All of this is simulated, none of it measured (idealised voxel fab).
The process module that follows is named voxel self aligned vias.
Cross-section cut: width 255 nm, square cells of 5 nm.
Cross-section = grid of square cells, listed top down in bands; band = one or more rows. In this notation a band is specified by the heights of its top and bottom, in that order and in nm, after which its materials appear from left to right, each paired with its width in nm. The word "full width" attached to a single material means that material fills the band from edge to edge; the word "blank" stands for empty space. The reference from which all heights are counted is 0, the level beneath which the as-received wafer is entirely one material; the lowest band, having no lower bound, proceeds downward and is written after the example "0 -> down". So if you see something like "30->40" for the width, read it as the top row of the band sitting at the first number and the bottom row at the second, with every row in between moving by the same amount as the last. You'll sometimes find "no modification" written for a step, and that's the way of saying that nowhere in the cross-section did a cell change during that step. Reported under the label "Sealed void inventory" are the empty spaces having no open way to the top and comprising 8 cells or more; the notation for each is width x height at distance, in which the distance is measured from the left edge and all three values are in nm. after a step's settings: what the simulator itself notes on the step. On any step carrying a mask, the "overlay nm" setting, if present on the step's line, tells how far right of its planned place the mask lay; negative values point to the left.
So here's the lineup of process steps we planned:
1: RECEIVE, material Si
2: CONFORMAL_DEP, material SiO2, thk nm 15
3: CONFORMAL_DEP, material SiCN, thk nm 5
4: DIRECTIONAL_DEP, material lowk, thk nm 25
5: PATTERN, tone open, mask id LINES, material resist, width nm 30, pitch nm 70, thk nm 15, overlay nm 0
6: DIRECTIONAL_ETCH, etch materials lowk, depth nm 25
7: STRIP, etch materials resist
8: CONFORMAL_DEP, material TiN, thk nm 5
9: FILL_DEP, material W, thk nm 10
10: CMP, height nm 45
11: SELECTIVE_ETCH, etch materials W Ru TiN, depth nm 5
12: FILL_DEP, material SiN, thk nm 5
13: CMP, height nm 45
14: DIRECTIONAL_DEP, material lowk, thk nm 15
15: DIRECTIONAL_DEP, material aC, thk nm 15
16: PATTERN, tone open, mask id VIAS, material resist, width nm 50, pitch nm 70, thk nm 30, overlay nm 0
17: DIRECTIONAL_ETCH, etch materials aC, depth nm 15
18: STRIP, etch materials resist
19: DIRECTIONAL_ETCH, etch materials lowk, depth nm 15
20: DIRECTIONAL_ETCH, etch materials SiN, depth nm 5
21: STRIP, etch materials aC
22: CONFORMAL_DEP, material TiN, thk nm 5
23: FILL_DEP, material Cu, thk nm 10
24: CMP, height nm 60
25: CONFORMAL_DEP, material SiN, thk nm 5
varied across the wafers: thk nm of step 25. The plan shows the first wafer's value. All wafers start alike
First of several wafers, received after step 1, in cross-section:
  0 -> down  Si full width
  Sealed void inventory: none
The cross-section of the first of several wafers is given below for the end of the module, after its final step, step 25:
  65 -> 60  SiN full width
  60 -> 50  lowk: 65  TiN: 5  Cu: 40  TiN: 5  lowk: 20  TiN: 5  Cu: 40  TiN: 5  lowk: 70
  50 -> 45  lowk: 65  TiN: 15  Cu: 20  TiN: 15  lowk: 20  TiN: 15  Cu: 20  TiN: 15  lowk: 70
  45 -> 40  lowk: 75  TiN: 30  lowk: 40  TiN: 30  lowk: 80
  40 -> 25  lowk: 75  TiN: 5  W: 20  TiN: 5  lowk: 40  TiN: 5  W: 20  TiN: 5  lowk: 80
  25 -> 20  lowk: 75  TiN: 30  lowk: 40  TiN: 30  lowk: 80
  20 -> 15  SiCN full width
  15 -> 0  SiO2 full width
  0 -> down  Si full width
  Sealed void inventory: none
Cross-sectional view, end of module, last wafer of several:
  80 -> 60  SiN full width
  60 -> 50  lowk: 65  TiN: 5  Cu: 40  TiN: 5  lowk: 20  TiN: 5  Cu: 40  TiN: 5  lowk: 70
  50 -> 45  lowk: 65  TiN: 15  Cu: 20  TiN: 15  lowk: 20  TiN: 15  Cu: 20  TiN: 15  lowk: 70
  45 -> 40  lowk: 75  TiN: 30  lowk: 40  TiN: 30  lowk: 80
  40 -> 25  lowk: 75  TiN: 5  W: 20  TiN: 5  lowk: 40  TiN: 5  W: 20  TiN: 5  lowk: 80
  25 -> 20  lowk: 75  TiN: 30  lowk: 40  TiN: 30  lowk: 80
  20 -> 15  SiCN full width
  15 -> 0  SiO2 full width
  0 -> down  Si full width
  Sealed void inventory: none
Wafer rows, end of module: cells per material gained (+) or lost (-) since receipt; closed voids last:
thk nm 5 | +40 Cu | +51 SiCN | +51 SiN | +153 SiO2 | +56 TiN | +24 W | +288 lowk | Sealed void inventory: none
thk nm 10 | +40 Cu | +51 SiCN | +102 SiN | +153 SiO2 | +56 TiN | +24 W | +288 lowk | Sealed void inventory: none
thk nm 15 | +40 Cu | +51 SiCN | +153 SiN | +153 SiO2 | +56 TiN | +24 W | +288 lowk | Sealed void inventory: none
thk nm 20 | +40 Cu | +51 SiCN | +204 SiN | +153 SiO2 | +56 TiN | +24 W | +288 lowk | Sealed void inventory: none
